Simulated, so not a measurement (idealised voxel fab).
Process module in this document: voxel tone inversion
The cross-section on display is named cut; it measures 210 nm wide, and its cells are 5 nm squares.
In what follows, cross-sections appear as grids of square cells, described through bands that run from the top down, where every band is one or more rows of cells.
Heights first: top, then bottom, in nm. Then materials, left to right, each with a width in nm. "edge to edge" on a single material: fills the band edge to edge. "blank": empty space.
Ref level 0: as-received wafer is one material below here. Bottom band extends down with no lower bound ("0 nm and below").
The expression "30 to 40" gives the width at the extremes of the band, the first number at its top row of cells and the second at its bottom row, with the width changing by equal amounts from each row to the next in between.
It should be understood that the words "left unchanged", when stated for a given step, signify that the cross-section underwent no change in any of its cells during that step.
"Enclosed internal voids" contains a list of empty spaces, each no smaller than 8 cells and without an open way to the top, written in the form width x height at distance with the distance from the left edge and all three in nm.
Read whatever lies past the settings on a step's line as the simulator's own remark about the step.
If you see "overlay nm" on a step's line and that step has a mask, it's telling you how far right of where it was planned the mask ended up; a negative number means it went left instead.
These are the steps we planned for the process
1. RECEIVE: material Si
2. CONFORMAL_DEP: material SiN, thk nm 5
3. DIRECTIONAL_DEP: material polySi, thk nm 20
4. PATTERN: tone cover, mask id POSTS, material resist, width nm 20, pitch nm 45, thk nm 30, overlay nm 0
5. DIRECTIONAL_ETCH: etch materials polySi, depth nm 20
6. STRIP: etch materials resist
7. FILL_DEP: material SiO2, thk nm 5
8. CMP: height nm 25
9. STRIP: etch materials polySi
10. CONFORMAL_DEP: material TiN, thk nm 5
11. FILL_DEP: material Cu, thk nm 10
12. CMP: height nm 25
13. CONFORMAL_DEP: material SiN, thk nm 5
So, the first of our two wafers, run just as we planned it
Wafer cross-section on receipt, i.e. after step 1
	0 nm and below  Si edge to edge
	Enclosed internal voids: none
How the wafer stands in section after step 2
	5 nm to 0 nm  SiN edge to edge
	Lower than 0, everything is as it was.
How the wafer stands in section after step 3
	25 nm to 5 nm  polySi edge to edge
	Lower than 5, everything is as it was.
How the wafer stands in section after step 4
	55 nm to 25 nm  blank (50) / resist (20) / blank (25) / resist (20) / blank (25) / resist (20) / blank (50)
	Lower than 25, everything is as it was.
How the wafer stands in section after step 5
	55 nm to 25 nm  blank (50) / resist (20) / blank (25) / resist (20) / blank (25) / resist (20) / blank (50)
	25 nm to 5 nm  blank (50) / polySi (20) / blank (25) / polySi (20) / blank (25) / polySi (20) / blank (50)
	Lower than 5, everything is as it was.
How the wafer stands in section after step 6
	25 nm to 5 nm  blank (50) / polySi (20) / blank (25) / polySi (20) / blank (25) / polySi (20) / blank (50)
	Lower than 5, everything is as it was.
How the wafer stands in section after step 7
	30 nm to 25 nm  SiO2 edge to edge
	25 nm to 5 nm  SiO2 (50) / polySi (20) / SiO2 (25) / polySi (20) / SiO2 (25) / polySi (20) / SiO2 (50)
	Lower than 5, everything is as it was.
How the wafer stands in section after step 8
	25 nm to 5 nm  SiO2 (50) / polySi (20) / SiO2 (25) / polySi (20) / SiO2 (25) / polySi (20) / SiO2 (50)
	Lower than 5, everything is as it was.
How the wafer stands in section after step 9
	25 nm to 5 nm  SiO2 (50) / blank (20) / SiO2 (25) / blank (20) / SiO2 (25) / blank (20) / SiO2 (50)
	Lower than 5, everything is as it was.
How the wafer stands in section after step 10
	30 nm to 25 nm  TiN (55) / blank (10) / TiN (35) / blank (10) / TiN (35) / blank (10) / TiN (55)
	25 nm to 10 nm  SiO2 (50) / TiN (5) / blank (10) / TiN (5) / SiO2 (25) / TiN (5) / blank (10) / TiN (5) / SiO2 (25) / TiN (5) / blank (10) / TiN (5) / SiO2 (50)
	10 nm to 5 nm  SiO2 (50) / TiN (20) / SiO2 (25) / TiN (20) / SiO2 (25) / TiN (20) / SiO2 (50)
	Lower than 5, everything is as it was.
How the wafer stands in section after step 11
	40 nm to 30 nm  Cu edge to edge
	30 nm to 25 nm  TiN (55) / Cu (10) / TiN (35) / Cu (10) / TiN (35) / Cu (10) / TiN (55)
	25 nm to 10 nm  SiO2 (50) / TiN (5) / Cu (10) / TiN (5) / SiO2 (25) / TiN (5) / Cu (10) / TiN (5) / SiO2 (25) / TiN (5) / Cu (10) / TiN (5) / SiO2 (50)
	Lower than 10, everything is as it was.
How the wafer stands in section after step 12
	25 nm to 10 nm  SiO2 (50) / TiN (5) / Cu (10) / TiN (5) / SiO2 (25) / TiN (5) / Cu (10) / TiN (5) / SiO2 (25) / TiN (5) / Cu (10) / TiN (5) / SiO2 (50)
	Lower than 10, everything is as it was.
How the wafer stands in section after step 13
	30 nm to 25 nm  SiN edge to edge
	Lower than 25, everything is as it was.
Wafer two. Same start, same plan, one slip in execution. Same as wafer one through step 11, inclusive
X-section, second wafer, when step 12 was due to finish: left unchanged
X-section, second wafer, when step 13 was due to finish
	45 nm to 40 nm  SiN edge to edge
	Lower than 40, everything is as it was.
Short version of what went wrong: plan step 12 was not performed, having been skipped
Wafer comparison, final, in cells, second relative to first, materials more or fewer: Cu: 90 more | TiN: 36 more
